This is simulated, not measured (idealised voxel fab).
process module | voxel released beams
cross-section cut | 220 nm wide | cells 5 nm
A cross-section is a grid of square cells, given in bands from the top down. A band is one or more rows of cells.
Each band's line starts with the height of the band's top and of its bottom, in nm. Then come its materials from left to right, each with its width in nm. One material with "throughout" fills the band from edge to edge. "air" is empty space.
Height 0 is the level under which the wafer as received is all one material. The lowest band goes on downwards, as in "0 down".
A width such as "30 to 40" changes by the same amount from each row of cells to the next, from the band's top row to its bottom row.
"no change" after a step means that no cell of the cross-section changed.
closed voids: empty space of 8 cells or more with no open way to the top, each as width x height at its distance from the left edge, in nm
after a step's settings: what the simulator itself notes on the step
overlay nm, on a step with a mask: how far to the right of its planned place the mask lay; to the left if negative
plan
1 op RECEIVE | material Si
2 op CONFORMAL_DEP | material SiN | thk nm 5
3 op DIRECTIONAL_DEP | material SiO2 | thk nm 10
4 op MASKED_ETCH | tone open | mask id ANCHOR | width nm 25 | etch materials SiO2 | depth nm 10 | overlay nm -15
5 op CONFORMAL_DEP | material polySi | thk nm 10
6 op MASKED_ETCH | tone cover | mask id BEAM | width nm 95 | etch materials polySi | depth nm 10 | overlay nm 0
7 op STRIP | etch materials SiO2
varied across the wafers: overlay nm of step 4. The plan shows the first wafer's value. All wafers start alike
first wafer as received, after step 1
  0 down: Si throughout
  closed voids: none
each wafer at the end: cells of each material gained (+) or lost (-) since it was received, then its closed voids
overlay nm -15 | +44 SiN | +46 polySi | closed voids: none
overlay nm -10 | +44 SiN | +46 polySi | closed voids: none
overlay nm -5 | +44 SiN | +46 polySi | closed voids: none
overlay nm 0 | +44 SiN | +46 polySi | closed voids: none
overlay nm 5 | +44 SiN | +46 polySi | closed voids: none
overlay nm 10 | +44 SiN | +46 polySi | closed voids: none
overlay nm 15 | +44 SiN | +46 polySi | closed voids: none
